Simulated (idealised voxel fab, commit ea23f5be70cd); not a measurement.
Module name: voxel transistor to metal (process module)
This is section cut - it's 300 nm across, gridded in 5 nm square cells.
Think of the cross-section as a grid of square cells. We describe it in bands, top to bottom, and each band covers one or more rows of those cells. What a band's entry tells you: where the top is and where the bottom is, as heights in nm, and after that what lies inside, material by material from left to right, each with its width in nm. Empty space is written as the word "empty", and a single material marked with the word "throughout" occupies the band from edge to edge. Heights are measured from 0, the level below which the as-received wafer is all one material; the lowest band has no bottom and continues downward, written as in "0 -> down". Read "30->40" as a graded width: first number on top, second number at the bottom, same change between each pair of neighbouring rows. The cross-section has no changed cell in any step marked "no change". For the entry "Trapped void list", the listed items are empty spaces with no open way to the top whose size is 8 cells or more; each item follows the pattern width x height at distance, where distance is from the left edge and all three are in nm. Anything after a step's settings on that line? It's the simulator's own note about the step. For masked steps, "overlay nm" on the step line gives how far right of plan the mask actually lay; a minus sign means it lay to the left.
# The planned process steps are enumerated hereunder
1) RECEIVE (material Si)
2) OXIDIZE (depth nm 5)
3) CONFORMAL_DEP (material SiN; thk nm 10)
4) MASKED_ETCH (tone cover; mask id ACTIVE; width nm 110; pitch nm 140; etch materials SiN; depth nm 10; overlay nm 0)
5) MASKED_ETCH (tone cover; mask id ACTIVE; width nm 110; pitch nm 140; etch materials SiO2; depth nm 5; overlay nm 0)
6) MASKED_ETCH (tone cover; mask id ACTIVE; width nm 110; pitch nm 140; etch materials Si; depth nm 35; overlay nm 0)
7) FILL_DEP (material SiO2; thk nm 15)
8) CMP (height nm 10)
9) SELECTIVE_ETCH (etch materials SiO2; depth nm 10)
10) STRIP (etch materials SiN)
11) SELECTIVE_ETCH (etch materials SiO2; depth nm 5)
12) OXIDIZE (depth nm 5)
13) DIRECTIONAL_DEP (material polySi; thk nm 30)
14) DIRECTIONAL_DEP (material SiCN; thk nm 15)
15) PATTERN (tone cover; mask id GATE; material resist; width nm 20; pitch nm 140; thk nm 15; overlay nm 0)
16) DIRECTIONAL_ETCH (etch materials SiCN; depth nm 25)
17) DIRECTIONAL_ETCH (etch materials polySi; depth nm 40)
18) STRIP (etch materials resist)
19) CONFORMAL_DEP (material SiO2; thk nm 5)
20) DIRECTIONAL_ETCH (etch materials SiO2; depth nm 5)
21) CONFORMAL_DEP (material SiN; thk nm 5)
22) DIRECTIONAL_ETCH (etch materials SiN; depth nm 5)
23) DIRECTIONAL_ETCH (etch materials SiO2; depth nm 5)
24) DIRECTIONAL_ETCH (etch materials Si; depth nm 15)
25) EPI (material pSi; thk nm 15)
26) FILL_DEP (material SiO2; thk nm 5)
27) CMP (height nm 40)
28) DIRECTIONAL_DEP (material SiO2; thk nm 10)
29) MASKED_ETCH (tone open; mask id CONTACT; width nm 20; pitch nm 70; etch materials SiO2; depth nm 60; overlay nm 0)
30) CONFORMAL_DEP (material TiN; thk nm 5)
31) FILL_DEP (material W; thk nm 5)
32) CMP (height nm 50)
33) CONFORMAL_DEP (material SiCN; thk nm 5)
34) DIRECTIONAL_DEP (material SiO2; thk nm 25)
35) MASKED_ETCH (tone open; mask id METAL_1; width nm 20; pitch nm 70; etch materials SiO2; depth nm 25; overlay nm 0)
36) MASKED_ETCH (tone open; mask id METAL_1; width nm 20; pitch nm 70; etch materials SiCN; depth nm 5; overlay nm 0)
37) CONFORMAL_DEP (material TiN; thk nm 5)
38) FILL_DEP (material Cu; thk nm 10)
39) CMP (height nm 80)
40) EPI (material Ru; thk nm 5)
41) FILL_DEP (material SiCN; thk nm 5)
# Step 1 complete: cross-section of the wafer as received
0 -> down: Si throughout
Trapped void list: none
# Cross-section: first of two wafers, module finished, run according to plan
90 -> 85: SiCN throughout
85 -> 80: SiCN: 30; Ru: 30; SiCN: 40; Ru: 30; SiCN: 40; Ru: 30; SiCN: 40; Ru: 30; SiCN: 30
80 -> 55: SiO2: 35; TiN: 5; Cu: 10; TiN: 5; SiO2: 50; TiN: 5; Cu: 10; TiN: 5; SiO2: 50; TiN: 5; Cu: 10; TiN: 5; SiO2: 50; TiN: 5; Cu: 10; TiN: 5; SiO2: 35
55 -> 50: SiCN: 35; TiN: 20; SiCN: 50; TiN: 20; SiCN: 50; TiN: 20; SiCN: 50; TiN: 20; SiCN: 35
50 -> 40: SiO2: 35; TiN: 5; W: 10; TiN: 5; SiO2: 50; TiN: 5; W: 10; TiN: 5; SiO2: 50; TiN: 5; W: 10; TiN: 5; SiO2: 50; TiN: 5; W: 10; TiN: 5; SiO2: 35
40 -> 25: SiO2: 35; TiN: 5; W: 10; TiN: 5; SiO2: 5; SiN: 5; SiO2: 5; SiCN: 20; SiO2: 5; SiN: 5; SiO2: 5; TiN: 5; W: 10; TiN: 5; SiO2: 50; TiN: 5; W: 10; TiN: 5; SiO2: 5; SiN: 5; SiO2: 5; SiCN: 20; SiO2: 5; SiN: 5; SiO2: 5; TiN: 5; W: 10; TiN: 5; SiO2: 35
25 -> 10: SiO2: 35; TiN: 5; W: 10; TiN: 5; SiO2: 5; SiN: 5; SiO2: 5; polySi: 20; SiO2: 5; SiN: 5; SiO2: 5; TiN: 5; W: 10; TiN: 5; SiO2: 50; TiN: 5; W: 10; TiN: 5; SiO2: 5; SiN: 5; SiO2: 5; polySi: 20; SiO2: 5; SiN: 5; SiO2: 5; TiN: 5; W: 10; TiN: 5; SiO2: 35
10 -> 5: SiO2: 35; TiN: 20; SiO2: 5; SiN: 5; SiO2: 5; polySi: 20; SiO2: 5; SiN: 5; SiO2: 5; TiN: 20; SiO2: 50; TiN: 20; SiO2: 5; SiN: 5; SiO2: 5; polySi: 20; SiO2: 5; SiN: 5; SiO2: 5; TiN: 20; SiO2: 35
5 -> -5: SiO2: 35; TiN: 10; pSi: 15; SiN: 5; SiO2: 5; polySi: 20; SiO2: 5; SiN: 5; pSi: 15; TiN: 10; SiO2: 50; TiN: 10; pSi: 15; SiN: 5; SiO2: 5; polySi: 20; SiO2: 5; SiN: 5; pSi: 15; TiN: 10; SiO2: 35
-5 -> -10: SiO2: 35; TiN: 10; pSi: 15; SiO2: 40; pSi: 15; TiN: 10; SiO2: 50; TiN: 10; pSi: 15; SiO2: 40; pSi: 15; TiN: 10; SiO2: 35
-10 -> -25: SiO2: 25; pSi: 35; Si: 40; pSi: 35; SiO2: 30; pSi: 35; Si: 40; pSi: 35; SiO2: 25
-25 -> -40: SiO2: 25; Si: 110; SiO2: 30; Si: 110; SiO2: 25
-40 -> down: Si throughout
Trapped void list: none
# Module end: cross-section of wafer two of two. Same start and process plan as the first wafer. One mistake during execution
90 -> 85: SiCN throughout
85 -> 80: SiCN: 30; Ru: 30; SiCN: 40; Ru: 30; SiCN: 40; Ru: 30; SiCN: 40; Ru: 30; SiCN: 30
80 -> 75: SiCN: 35; TiN: 20; SiCN: 50; TiN: 20; SiCN: 50; TiN: 20; SiCN: 50; TiN: 20; SiCN: 35
75 -> 50: SiO2 throughout
50 -> 40: SiO2: 35; TiN: 5; W: 10; TiN: 5; SiO2: 50; TiN: 5; W: 10; TiN: 5; SiO2: 50; TiN: 5; W: 10; TiN: 5; SiO2: 50; TiN: 5; W: 10; TiN: 5; SiO2: 35
40 -> 25: SiO2: 35; TiN: 5; W: 10; TiN: 5; SiO2: 5; SiN: 5; SiO2: 5; SiCN: 20; SiO2: 5; SiN: 5; SiO2: 5; TiN: 5; W: 10; TiN: 5; SiO2: 50; TiN: 5; W: 10; TiN: 5; SiO2: 5; SiN: 5; SiO2: 5; SiCN: 20; SiO2: 5; SiN: 5; SiO2: 5; TiN: 5; W: 10; TiN: 5; SiO2: 35
25 -> 10: SiO2: 35; TiN: 5; W: 10; TiN: 5; SiO2: 5; SiN: 5; SiO2: 5; polySi: 20; SiO2: 5; SiN: 5; SiO2: 5; TiN: 5; W: 10; TiN: 5; SiO2: 50; TiN: 5; W: 10; TiN: 5; SiO2: 5; SiN: 5; SiO2: 5; polySi: 20; SiO2: 5; SiN: 5; SiO2: 5; TiN: 5; W: 10; TiN: 5; SiO2: 35
10 -> 5: SiO2: 35; TiN: 20; SiO2: 5; SiN: 5; SiO2: 5; polySi: 20; SiO2: 5; SiN: 5; SiO2: 5; TiN: 20; SiO2: 50; TiN: 20; SiO2: 5; SiN: 5; SiO2: 5; polySi: 20; SiO2: 5; SiN: 5; SiO2: 5; TiN: 20; SiO2: 35
5 -> -5: SiO2: 35; TiN: 10; pSi: 15; SiN: 5; SiO2: 5; polySi: 20; SiO2: 5; SiN: 5; pSi: 15; TiN: 10; SiO2: 50; TiN: 10; pSi: 15; SiN: 5; SiO2: 5; polySi: 20; SiO2: 5; SiN: 5; pSi: 15; TiN: 10; SiO2: 35
-5 -> -10: SiO2: 35; TiN: 10; pSi: 15; SiO2: 40; pSi: 15; TiN: 10; SiO2: 50; TiN: 10; pSi: 15; SiO2: 40; pSi: 15; TiN: 10; SiO2: 35
-10 -> -25: SiO2: 25; pSi: 35; Si: 40; pSi: 35; SiO2: 30; pSi: 35; Si: 40; pSi: 35; SiO2: 25
-25 -> -40: SiO2: 25; Si: 110; SiO2: 30; Si: 110; SiO2: 25
-40 -> down: Si throughout
Trapped void list: none
The plan and the run diverged here: step 33 ran in the slot meant for step 34, and vice versa
Heads up, by the end the second wafer has more or fewer cells of some materials compared to the first: 40 fewer of Cu; 80 more of SiO2; 40 fewer of TiN
